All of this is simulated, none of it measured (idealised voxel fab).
Process module, titled voxel self aligned vias
Pictured: cross-section cut, 180 nm wide, on a grid of 5 nm square cells.
Think of the cross-section as a grid of square cells. We describe it in bands, top to bottom, and each band covers one or more rows of those cells. Look at the band entry: it leads with the top's height and the bottom's height in nm. Then it lists the materials left to right, with a width in nm for each. The word "throughout" on a single material says that material fills the band edge to edge. The word "empty" is empty space. Height 0 is the level under which the wafer as received is all one material. The lowest band goes on downwards, as in "0 -> down". It should be noted that a width expressed as "30->40" varies in equal increments from row to row of cells within the band, taking the value of the first number at the top row and that of the second number at the bottom row. Basically "no alteration" means that step didn't change any cell in the cross-section. The list in "Enclosed void list" covers empty spaces of 8 cells or more that cannot reach the top through any open way, and it gives each as width x height at distance; the distance is from the left edge, and width, height and distance are in nm. Heads up: the bit after the settings on a step's line is the simulator's remark on that step. The optional step-line setting "overlay nm" applies to steps with a mask and quantifies how far to the right of its planned location the mask lay, a negative value indicating leftward placement.

Process steps foreseen in the plan:
step 1: RECEIVE | material Si
step 2: CONFORMAL_DEP | material SiO2 | thk nm 10
step 3: CONFORMAL_DEP | material SiCN | thk nm 5
step 4: DIRECTIONAL_DEP | material SiO2 | thk nm 20
step 5: MASKED_ETCH | tone open | mask id LINES | width nm 25 | pitch nm 70 | etch materials SiO2 | depth nm 20 | overlay nm 0
step 6: CONFORMAL_DEP | material TiN | thk nm 5
step 7: FILL_DEP | material W | thk nm 10
step 8: CMP | height nm 35
step 9: SELECTIVE_ETCH | etch materials W Ru TiN | depth nm 5
step 10: FILL_DEP | material SiN | thk nm 10
step 11: CMP | height nm 35
step 12: DIRECTIONAL_DEP | material SiO2 | thk nm 20
step 13: PATTERN | tone open | mask id VIAS | material resist | width nm 45 | pitch nm 70 | thk nm 15 | overlay nm 0
step 14: DIRECTIONAL_ETCH | etch materials SiO2 | depth nm 20
step 15: DIRECTIONAL_ETCH | etch materials SiN | depth nm 5
step 16: STRIP | etch materials resist
step 17: CONFORMAL_DEP | material TiN | thk nm 5
step 18: FILL_DEP | material Cu | thk nm 10
step 19: CMP | height nm 55
step 20: CONFORMAL_DEP | material SiN | thk nm 5

First of two wafers, with the run carried out as planned:

Step 1 complete: cross-section of the wafer as received:
> 0 -> down | Si throughout
> Enclosed void list: none

After step 2:
> 10 -> 0 | SiO2 throughout
> Everything below 0 is unchanged.

After step 3:
> 15 -> 10 | SiCN throughout
> Everything below 10 is unchanged.

After step 4:
> 35 -> 15 | SiO2 throughout
> Everything below 15 is unchanged.

After step 5:
> 35 -> 15 | 40 SiO2; 25 empty; 45 SiO2; 25 empty; 45 SiO2
> Everything below 15 is unchanged.

After step 6:
> 40 -> 35 | 45 TiN; 15 empty; 55 TiN; 15 empty; 50 TiN
> 35 -> 20 | 40 SiO2; 5 TiN; 15 empty; 5 TiN; 45 SiO2; 5 TiN; 15 empty; 5 TiN; 45 SiO2
> 20 -> 15 | 40 SiO2; 25 TiN; 45 SiO2; 25 TiN; 45 SiO2
> Everything below 15 is unchanged.

After step 7:
> 50 -> 40 | W throughout
> 40 -> 35 | 45 TiN; 15 W; 55 TiN; 15 W; 50 TiN
> 35 -> 20 | 40 SiO2; 5 TiN; 15 W; 5 TiN; 45 SiO2; 5 TiN; 15 W; 5 TiN; 45 SiO2
> Everything below 20 is unchanged.

After step 8:
> 35 -> 20 | 40 SiO2; 5 TiN; 15 W; 5 TiN; 45 SiO2; 5 TiN; 15 W; 5 TiN; 45 SiO2
> Everything below 20 is unchanged.

After step 9:
> 35 -> 30 | 40 SiO2; 25 empty; 45 SiO2; 25 empty; 45 SiO2
> Everything below 30 is unchanged.

After step 10:
> 45 -> 35 | SiN throughout
> 35 -> 30 | 40 SiO2; 25 SiN; 45 SiO2; 25 SiN; 45 SiO2
> Everything below 30 is unchanged.

After step 11:
> 35 -> 30 | 40 SiO2; 25 SiN; 45 SiO2; 25 SiN; 45 SiO2
> Everything below 30 is unchanged.

After step 12:
> 55 -> 35 | SiO2 throughout
> Everything below 35 is unchanged.

After step 13:
> 70 -> 55 | 30 resist; 45 empty; 25 resist; 45 empty; 35 resist
> Everything below 55 is unchanged.

After step 14:
> 70 -> 55 | 30 resist; 45 empty; 25 resist; 45 empty; 35 resist
> 55 -> 35 | 30 SiO2; 45 empty; 25 SiO2; 45 empty; 35 SiO2
> Everything below 35 is unchanged.

After step 15:
> 70 -> 55 | 30 resist; 45 empty; 25 resist; 45 empty; 35 resist
> 55 -> 35 | 30 SiO2; 45 empty; 25 SiO2; 45 empty; 35 SiO2
> 35 -> 30 | 40 SiO2; 25 empty; 45 SiO2; 25 empty; 45 SiO2
> Everything below 30 is unchanged.

After step 16:
> 55 -> 35 | 30 SiO2; 45 empty; 25 SiO2; 45 empty; 35 SiO2
> Everything below 35 is unchanged.

After step 17:
> 60 -> 55 | 35 TiN; 35 empty; 35 TiN; 35 empty; 40 TiN
> 55 -> 40 | 30 SiO2; 5 TiN; 35 empty; 5 TiN; 25 SiO2; 5 TiN; 35 empty; 5 TiN; 35 SiO2
> 40 -> 35 | 30 SiO2; 15 TiN; 15 empty; 15 TiN; 25 SiO2; 15 TiN; 15 empty; 15 TiN; 35 SiO2
> 35 -> 30 | 40 SiO2; 25 TiN; 45 SiO2; 25 TiN; 45 SiO2
> Everything below 30 is unchanged.

After step 18:
> 70 -> 60 | Cu throughout
> 60 -> 55 | 35 TiN; 35 Cu; 35 TiN; 35 Cu; 40 TiN
> 55 -> 40 | 30 SiO2; 5 TiN; 35 Cu; 5 TiN; 25 SiO2; 5 TiN; 35 Cu; 5 TiN; 35 SiO2
> 40 -> 35 | 30 SiO2; 15 TiN; 15 Cu; 15 TiN; 25 SiO2; 15 TiN; 15 Cu; 15 TiN; 35 SiO2
> Everything below 35 is unchanged.

After step 19:
> 55 -> 40 | 30 SiO2; 5 TiN; 35 Cu; 5 TiN; 25 SiO2; 5 TiN; 35 Cu; 5 TiN; 35 SiO2
> Everything below 40 is unchanged.

After step 20:
> 60 -> 55 | SiN throughout
> Everything below 55 is unchanged.

Companion wafer, the second of two: same beginning, same intended sequence, one mistake in carrying it out; through step 13 inclusive it tracks the first exactly:

Second wafer shown in cross-section at the time step 14 was slated to end:
> 70 -> 55 | 30 resist; 45 empty; 25 resist; 45 empty; 35 resist
> 55 -> 35 | 30 SiO2; 45 empty; 25 SiO2; 45 empty; 35 SiO2
> 35 -> 30 | 30 SiO2; 10 empty; 25 SiN; 10 empty; 25 SiO2; 10 empty; 25 SiN; 10 empty; 35 SiO2
> 30 -> 20 | 30 SiO2; 10 empty; 5 TiN; 15 W; 5 TiN; 10 empty; 25 SiO2; 10 empty; 5 TiN; 15 W; 5 TiN; 10 empty; 35 SiO2
> 20 -> 15 | 30 SiO2; 10 empty; 25 TiN; 10 empty; 25 SiO2; 10 empty; 25 TiN; 10 empty; 35 SiO2
> Everything below 15 is unchanged.

Second wafer shown in cross-section at the time step 15 was slated to end:
> 70 -> 55 | 30 resist; 45 empty; 25 resist; 45 empty; 35 resist
> 55 -> 30 | 30 SiO2; 45 empty; 25 SiO2; 45 empty; 35 SiO2
> Everything below 30 is unchanged.

Second wafer shown in cross-section at the time step 16 was slated to end:
> 55 -> 30 | 30 SiO2; 45 empty; 25 SiO2; 45 empty; 35 SiO2
> Everything below 30 is unchanged.

Second wafer shown in cross-section at the time step 17 was slated to end:
> 60 -> 55 | 35 TiN; 35 empty; 35 TiN; 35 empty; 40 TiN
> 55 -> 35 | 30 SiO2; 5 TiN; 35 empty; 5 TiN; 25 SiO2; 5 TiN; 35 empty; 5 TiN; 35 SiO2
> 35 -> 30 | 30 SiO2; 45 TiN; 25 SiO2; 45 TiN; 35 SiO2
> 30 -> 20 | 30 SiO2; 15 TiN; 15 W; 15 TiN; 25 SiO2; 15 TiN; 15 W; 15 TiN; 35 SiO2
> 20 -> 15 | 30 SiO2; 45 TiN; 25 SiO2; 45 TiN; 35 SiO2
> Everything below 15 is unchanged.

Second wafer shown in cross-section at the time step 18 was slated to end:
> 70 -> 60 | Cu throughout
> 60 -> 55 | 35 TiN; 35 Cu; 35 TiN; 35 Cu; 40 TiN
> 55 -> 35 | 30 SiO2; 5 TiN; 35 Cu; 5 TiN; 25 SiO2; 5 TiN; 35 Cu; 5 TiN; 35 SiO2
> Everything below 35 is unchanged.

Second wafer shown in cross-section at the time step 19 was slated to end:
> 55 -> 35 | 30 SiO2; 5 TiN; 35 Cu; 5 TiN; 25 SiO2; 5 TiN; 35 Cu; 5 TiN; 35 SiO2
> Everything below 35 is unchanged.

Second wafer shown in cross-section at the time step 20 was slated to end:
> 60 -> 55 | SiN throughout
> Everything below 55 is unchanged.
What was done differently from what was planned? step 14 of the plan saw execution twice
The second wafer ends with more or fewer cells of some materials than the first, per final count: Cu +8, SiO2 -32, TiN +24
